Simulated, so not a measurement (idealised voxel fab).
Proc. module: voxel ribs on slabs
Section shown: cut. Width: 260 nm. Cell size: 5 nm, square.
Throughout this document, each cross-section is represented as a grid of square cells and is presented as a sequence of bands enumerated from the top downward, where a band comprises one or more rows of cells. Top height, bottom height, nm. Materials left to right, width each, nm. Single material + "full width" = fills band edge to edge. "empty" = empty. It should be noted that heights are counted from 0, beneath which the wafer as supplied is of one material throughout, and that the lowest band possesses no lower boundary but continues downward, as written in "z 0 and below". With a width like "30 to 40", each row of cells in the band differs from the next by the same amount, the top row carrying the first number and the bottom row the second. Key: "no modification" - step with no changed cell in the cross-section. Empty spaces without an open route to the top, at least 8 cells in extent, make up the entry "Unvented voids"; each is given as width x height at distance, where the distance is measured from the left edge, and all are in nm. The remark found on a step's line after its settings is issued by the simulator itself and pertains to that step. For masked steps, "overlay nm" on the step line gives how far right of plan the mask actually lay; a minus sign means it lay to the left.

Listed below are the process steps as planned:
step 1: RECEIVE (material Si)
step 2: DIRECTIONAL_DEP (material SiO2; thk nm 20)
step 3: DIRECTIONAL_DEP (material SiN; thk nm 15)
step 4: PATTERN (tone cover; mask id RIB; material resist; width nm 15; thk nm 15; overlay nm 0)
step 5: DIRECTIONAL_ETCH (etch materials SiN; depth nm 5)
step 6: STRIP (etch materials resist)
step 7: DIRECTIONAL_DEP (material aC; thk nm 10)
step 8: PATTERN (tone cover; mask id SLAB; material resist; width nm 65; thk nm 30; overlay nm 0)
step 9: DIRECTIONAL_ETCH (etch materials aC; depth nm 10)
step 10: STRIP (etch materials resist)
step 11: DIRECTIONAL_ETCH (etch materials SiN; depth nm 10)
step 12: STRIP (etch materials aC)
step 13: FILL_DEP (material SiO2; thk nm 15)
step 14: CMP (height nm 45)
step 15: DIRECTIONAL_DEP (material TiN; thk nm 5)
step 16: DIRECTIONAL_DEP (material aC; thk nm 10)
step 17: PATTERN (tone cover; mask id HEATER; material resist; width nm 25; thk nm 25; overlay nm 0)
step 18: DIRECTIONAL_ETCH (etch materials aC; depth nm 10)
step 19: STRIP (etch materials resist)
step 20: DIRECTIONAL_ETCH (etch materials TiN; depth nm 5)
step 21: STRIP (etch materials aC)
step 22: CONFORMAL_DEP (material SiO2; thk nm 10)

Wafer cross-section on receipt, i.e. after step 1:
    z 0 and below  Si full width
    Unvented voids: none

Cross-section: first of two wafers, module finished, run according to plan:
    z 60 to 55  empty=105; SiO2=45; empty=110
    z 55 to 50  SiO2 full width
    z 50 to 45  SiO2=115; TiN=25; SiO2=120
    z 45 to 35  SiO2 full width
    z 35 to 30  SiO2=120; SiN=15; SiO2=125
    z 30 to 20  SiO2=95; SiN=65; SiO2=100
    z 20 to 0  SiO2 full width
    z 0 and below  Si full width
    Unvented voids: none

Second of two wafers, module complete, sectioned: it shares the first wafer's start and plan but was run with one mistake:
    z 65 to 55  SiO2 full width
    z 55 to 45  TiN full width
    z 45 to 35  SiO2 full width
    z 35 to 30  SiO2=120; SiN=15; SiO2=125
    z 30 to 20  SiO2=95; SiN=65; SiO2=100
    z 20 to 0  SiO2 full width
    z 0 and below  Si full width
    Unvented voids: none
Want to know what went wrong? step 16 ran with different settings than intended, the actual operation and settings being DIRECTIONAL_DEP (material TiN; thk nm 10)
It is noted that, at the conclusion of processing, the second wafer exhibits a higher or lower cell count for certain materials relative to the first: SiO2 -4 | TiN +99
